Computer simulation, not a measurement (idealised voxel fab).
Proc. module: voxel plated lines
FYI the section here is cut, 270 nm wide, cells are 5 nm squares.
How to read a cross-section here: the picture is a grid of square cells, written as bands going from the top down, and any band can span one or more rows of cells.
It is stipulated that each band's entry specify, in nanometres, the height of the top of the band and then that of its bottom, followed by the materials of the band in left-to-right sequence, each together with its width in nanometres. A single material marked by the word "full width" is understood to fill the band from edge to edge; the word "blank" is understood to denote empty space.
Counting heights begins at 0, where everything beneath is, in the wafer as received, one material. The lowest band has no bottom; it goes on downwards, as "from 0 down" shows.
It should be noted that a width expressed as "30..40" varies in equal increments from row to row of cells within the band, taking the value of the first number at the top row and that of the second number at the bottom row.
Where the words "nothing got changed" appear for a step, the cross-section shows no cell changed by that step; every cell remained as before.
The label "Sealed voids" introduces a list of the empty spaces, 8 cells or larger, that have no open way up to the top; each entry in it reads width x height at distance, where the distance is taken from the left edge and all three are stated in nm.
Note: text after step settings on the step line = simulator remark on that step.
Among the settings permitted on a step's line is "overlay nm"; applied to a step with a mask, it specifies the extent to which the mask lay to the right of its planned position, whereas a negative figure signifies a position to the left.

# Listed below are the process steps as planned
1: RECEIVE [material Si]
2: CONFORMAL_DEP [material SiO2] [thk nm 10]
3: DIRECTIONAL_DEP [material TiN] [thk nm 5]
4: PATTERN [tone open] [mask id LINES] [material resist] [width nm 25] [pitch nm 40] [thk nm 20] [overlay nm 0]
5: EPI [material Ru] [thk nm 5]
6: STRIP [etch materials resist]
7: DIRECTIONAL_ETCH [etch materials TiN] [depth nm 5]
8: CONFORMAL_DEP [material SiN] [thk nm 5]

# The first of a set of two wafers, run to plan

# Cross-section of the wafer as it came to us, i.e., already through step 1
	from 0 down  Si full width
	Sealed voids: none

# Step 2 done - wafer cross-section
	from 10 to 0  SiO2 full width
	Whatever lies below 0 is exactly as it was before.

# Step 3 done - wafer cross-section
	from 15 to 10  TiN full width
	Whatever lies below 10 is exactly as it was before.

# Step 4 done - wafer cross-section
	from 35 to 15  resist: 80; blank: 25; resist: 15; blank: 25; resist: 15; blank: 25; resist: 85
	Whatever lies below 15 is exactly as it was before.

# Step 5 done - wafer cross-section
	from 35 to 20  resist: 80; blank: 25; resist: 15; blank: 25; resist: 15; blank: 25; resist: 85
	from 20 to 15  resist: 80; Ru: 25; resist: 15; Ru: 25; resist: 15; Ru: 25; resist: 85
	Whatever lies below 15 is exactly as it was before.

# Step 6 done - wafer cross-section
	from 20 to 15  blank: 80; Ru: 25; blank: 15; Ru: 25; blank: 15; Ru: 25; blank: 85
	Whatever lies below 15 is exactly as it was before.

# Step 7 done - wafer cross-section
	from 20 to 15  blank: 80; Ru: 25; blank: 15; Ru: 25; blank: 15; Ru: 25; blank: 85
	from 15 to 10  blank: 80; TiN: 25; blank: 15; TiN: 25; blank: 15; TiN: 25; blank: 85
	Whatever lies below 10 is exactly as it was before.

# Step 8 done - wafer cross-section
	from 25 to 20  blank: 75; SiN: 35; blank: 5; SiN: 35; blank: 5; SiN: 35; blank: 80
	from 20 to 15  blank: 75; SiN: 5; Ru: 25; SiN: 5; blank: 5; SiN: 5; Ru: 25; SiN: 5; blank: 5; SiN: 5; Ru: 25; SiN: 5; blank: 80
	from 15 to 10  SiN: 80; TiN: 25; SiN: 15; TiN: 25; SiN: 15; TiN: 25; SiN: 85
	Whatever lies below 10 is exactly as it was before.

# Wafer two. Identical start, identical plan. One mistake in execution. Identical history through step 3

# Planned end of step 4: second wafer, cross-section
	from 35 to 15  resist: 85; blank: 25; resist: 15; blank: 25; resist: 15; blank: 25; resist: 80
	Whatever lies below 15 is exactly as it was before.

# Planned end of step 5: second wafer, cross-section
	from 35 to 20  resist: 85; blank: 25; resist: 15; blank: 25; resist: 15; blank: 25; resist: 80
	from 20 to 15  resist: 85; Ru: 25; resist: 15; Ru: 25; resist: 15; Ru: 25; resist: 80
	Whatever lies below 15 is exactly as it was before.

# Planned end of step 6: second wafer, cross-section
	from 20 to 15  blank: 85; Ru: 25; blank: 15; Ru: 25; blank: 15; Ru: 25; blank: 80
	Whatever lies below 15 is exactly as it was before.

# Planned end of step 7: second wafer, cross-section
	from 20 to 15  blank: 85; Ru: 25; blank: 15; Ru: 25; blank: 15; Ru: 25; blank: 80
	from 15 to 10  blank: 85; TiN: 25; blank: 15; TiN: 25; blank: 15; TiN: 25; blank: 80
	Whatever lies below 10 is exactly as it was before.

# Planned end of step 8: second wafer, cross-section
	from 25 to 20  blank: 80; SiN: 35; blank: 5; SiN: 35; blank: 5; SiN: 35; blank: 75
	from 20 to 15  blank: 80; SiN: 5; Ru: 25; SiN: 5; blank: 5; SiN: 5; Ru: 25; SiN: 5; blank: 5; SiN: 5; Ru: 25; SiN: 5; blank: 75
	from 15 to 10  SiN: 85; TiN: 25; SiN: 15; TiN: 25; SiN: 15; TiN: 25; SiN: 80
	Whatever lies below 10 is exactly as it was before.
Deviation noted in wafer processing: rather than as planned, step 4 actually ran as PATTERN [tone open] [mask id LINES] [material resist] [width nm 25] [pitch nm 40] [thk nm 20] [overlay nm 5]
Final state: per-material cell counts identical on both wafers; locations differ.
